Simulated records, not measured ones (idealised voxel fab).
process module | voxel capacitor over wiring
cross-section cut | 165 nm wide | cells 5 nm
A cross-section is a grid of square cells, given in bands from the top down. A band is one or more rows of cells.
Each band's line starts with the height of the band's top and of its bottom, in nm. Then come its materials from left to right, each with its width in nm. One material with "throughout" fills the band from edge to edge. "air" is empty space.
Height 0 is the level under which the wafer as received is all one material. The lowest band goes on downwards, as in "0 down".
A width such as "30 to 40" changes by the same amount from each row of cells to the next, from the band's top row to its bottom row.
"no change" after a step means that no cell of the cross-section changed.
closed voids: empty space of 8 cells or more with no open way to the top, each as width x height at its distance from the left edge, in nm
after a step's settings: what the simulator itself notes on the step
overlay nm, on a step with a mask: how far to the right of its planned place the mask lay; to the left if negative
plan
1 op RECEIVE | material Si
2 op CONFORMAL_DEP | material SiO2 | thk nm 10
3 op CONFORMAL_DEP | material SiN | thk nm 5
4 op DIRECTIONAL_DEP | material lowk | thk nm 20
5 op DIRECTIONAL_DEP | material aC | thk nm 15
6 op PATTERN | tone open | mask id METAL_1 | material resist | width nm 20 | pitch nm 90 | thk nm 35 | overlay nm 0
7 op DIRECTIONAL_ETCH | etch materials aC | depth nm 15
8 op STRIP | etch materials resist
9 op DIRECTIONAL_ETCH | etch materials lowk | depth nm 20
10 op DIRECTIONAL_ETCH | etch materials SiN | depth nm 5
11 op STRIP | etch materials aC
12 op CONFORMAL_DEP | material TiN | thk nm 5
13 op FILL_DEP | material Cu | thk nm 5
14 op CMP | height nm 35
15 op CONFORMAL_DEP | material SiCN | thk nm 5
16 op DIRECTIONAL_DEP | material lowk | thk nm 20
17 op PATTERN | tone open | mask id PLUG_1 | material resist | width nm 15 | thk nm 15 | overlay nm 0
18 op DIRECTIONAL_ETCH | etch materials lowk | depth nm 20
19 op DIRECTIONAL_ETCH | etch materials SiCN | depth nm 5
20 op STRIP | etch materials resist
21 op EPI | material Ru | thk nm 10
22 op EPI | material Ru | thk nm 10
23 op EPI | material Ru | thk nm 5
24 op DIRECTIONAL_DEP | material TiN | thk nm 5
25 op DIRECTIONAL_DEP | material HfO2 | thk nm 5
26 op DIRECTIONAL_DEP | material TiN | thk nm 5
27 op MASKED_ETCH | tone cover | mask id UPPER_PLATE | width nm 75 | etch materials TiN | depth nm 5 | overlay nm 0
28 op MASKED_ETCH | tone cover | mask id UPPER_PLATE | width nm 75 | etch materials HfO2 | depth nm 5 | overlay nm 0
29 op PATTERN | tone cover | mask id LOWER_PLATE | material resist | width nm 85 | thk nm 20 | overlay nm 0
30 op DIRECTIONAL_ETCH | etch materials TiN | depth nm 5
31 op STRIP | etch materials resist
32 op FILL_DEP | material SiO2 | thk nm 15
33 op CMP | height nm 85
34 op DIRECTIONAL_DEP | material aC | thk nm 10
35 op PATTERN | tone open | mask id PLUG_2 | material resist | width nm 15 | thk nm 30 | overlay nm 0
36 op DIRECTIONAL_ETCH | etch materials aC | depth nm 10
37 op STRIP | etch materials resist
38 op DIRECTIONAL_ETCH | etch materials SiO2 | depth nm 10
39 op STRIP | etch materials aC
40 op CONFORMAL_DEP | material TiN | thk nm 5
41 op FILL_DEP | material Cu | thk nm 10
42 op CMP | height nm 85
43 op CONFORMAL_DEP | material SiCN | thk nm 5
as received, after step 1
  0 down: Si throughout
  closed voids: none
first wafer at the end, as planned
  90 to 85: SiCN throughout
  85 to 80: SiO2 40 | TiN 5 | Cu 5 | TiN 5 | SiO2 110
  80 to 70: SiO2 40 to 30 | TiN 15 to 75 | SiO2 110 to 60
  70 to 65: SiO2 30 | HfO2 75 | SiO2 60
  65 to 60: SiO2 25 | TiN 85 | SiO2 55
  60 to 40: lowk 30 | Ru 15 | lowk 120
  40 to 35: SiCN 30 | Ru 15 | SiCN 120
  35 to 15: lowk 25 | TiN 5 | Cu 10 | TiN 5 | lowk 70 | TiN 5 | Cu 10 | TiN 5 | lowk 30
  15 to 10: SiN 25 | TiN 20 | SiN 70 | TiN 20 | SiN 30
  10 to 0: SiO2 throughout
  0 down: Si throughout
  closed voids: none
second wafer at the end: like start, like plan, one mistake
  90 to 85: SiCN throughout
  85 to 80: SiO2 40 | TiN 5 | Cu 5 | TiN 5 | SiO2 110
  80 to 70: SiO2 40 to 45 | TiN 15 to 60 | SiO2 110 to 60
  70 to 65: SiO2 45 | HfO2 60 | SiO2 60
  65 to 60: SiO2 25 | TiN 85 | SiO2 55
  60 to 55: lowk 30 | HfO2 15 | lowk 120
  55 to 50: lowk 30 | TiN 15 | lowk 120
  50 to 40: lowk 30 | Ru 15 | lowk 120
  40 to 35: SiCN 30 | Ru 15 | SiCN 120
  35 to 15: lowk 25 | TiN 5 | Cu 10 | TiN 5 | lowk 70 | TiN 5 | Cu 10 | TiN 5 | lowk 30
  15 to 10: SiN 25 | TiN 20 | SiN 70 | TiN 20 | SiN 30
  10 to 0: SiO2 throughout
  0 down: Si throughout
  closed voids: none
what went wrong: one of the steps 21 and 22, which are alike, was left out
at the end the second wafer has, in cells: 6 fewer of Ru | 6 more of SiO2
